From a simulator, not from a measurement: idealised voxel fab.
Presented below is a process module, voxel trench capacitor.
Each square cell in cross-section cut measures 5 nm, and the section as a whole is 235 nm wide.
In this document a cross-section is written as a grid of square cells. It is given as a series of bands, listed from the top down, and a band is one or more rows of cells.
Look at the band entry: it leads with the top's height and the bottom's height in nm. Then it lists the materials left to right, with a width in nm for each. The word "throughout" on a single material says that material fills the band edge to edge. The word "air" is empty space.
Heights from 0 (as-received wafer is one material below). Bottom band endless downward, as "0 down".
Think of "30->40" as a width that walks from the first number to the second as you go down the band, top row to bottom row, taking equal-sized steps from row to row.
When a step is marked "identical to before", none of the cells in the cross-section changed during that step.
"Non-vented voids": sealed empty spaces, 8 cells or more, no open way to top, listed width x height at distance, with distance from the left edge and width, height and distance in nm.
Note: text after step settings on the step line = simulator remark on that step.
overlay nm: right-of-plan distance of the mask on a masked step; negative values mean left-of-plan.

The planned process steps are enumerated hereunder
1) RECEIVE: material Si
2) CONFORMAL_DEP: material SiN, thk nm 5
3) MASKED_ETCH: tone open, mask id TRENCH, width nm 25, pitch nm 55, etch materials SiN, depth nm 5, overlay nm 0
4) MASKED_ETCH: tone open, mask id TRENCH, width nm 25, pitch nm 55, etch materials Si, depth nm 40, overlay nm -15
5) CONFORMAL_DEP: material Al2O3, thk nm 5
6) FILL_DEP: material polySi, thk nm 10
7) CMP: height nm 5
For this document, wafers share an identical start and vary in the step 4 overlay nm; the plan quotes the first wafer's value.

So this is the first of several wafers, cross-sectioned as it came to us, meaning it's at the end of step 1
* 0 down = Si throughout
* Non-vented voids: none

Post step 7, the closing step of the module: first of several wafers, cross-sectioned
* 5 to 0 = 50 of SiN  25 of Al2O3  30 of SiN  25 of Al2O3  30 of SiN  25 of Al2O3  50 of SiN
* 0 to -40 = 50 of Si  10 of Al2O3  45 of Si  10 of Al2O3  45 of Si  10 of Al2O3  65 of Si
* -40 down = Si throughout
* Non-vented voids: none

Last wafer at the end
* 5 to 0 = 50 of SiN  25 of Al2O3  30 of SiN  25 of Al2O3  30 of SiN  25 of Al2O3  50 of SiN
* 0 to -40 = 65 of Si  10 of Al2O3  45 of Si  10 of Al2O3  45 of Si  10 of Al2O3  50 of Si
* -40 down = Si throughout
* Non-vented voids: none

Below is a per-wafer table. In it, each row describes the wafer at the end of the module by giving, for each material, the number of cells gained (+) or lost (-) since the wafer was received, and after that the closed voids of the wafer
overlay nm -15, +63 Al2O3, -48 Si, +32 SiN, Non-vented voids: none
overlay nm -10, +63 Al2O3, -72 Si, +32 SiN, +24 polySi, Non-vented voids: none
overlay nm -5, +63 Al2O3, -96 Si, +32 SiN, +48 polySi, Non-vented voids: none
overlay nm 0, +63 Al2O3, -120 Si, +32 SiN, +72 polySi, Non-vented voids: none
overlay nm 5, +63 Al2O3, -96 Si, +32 SiN, +48 polySi, Non-vented voids: none
overlay nm 10, +63 Al2O3, -72 Si, +32 SiN, +24 polySi, Non-vented voids: none
overlay nm 15, +63 Al2O3, -48 Si, +32 SiN, Non-vented voids: none
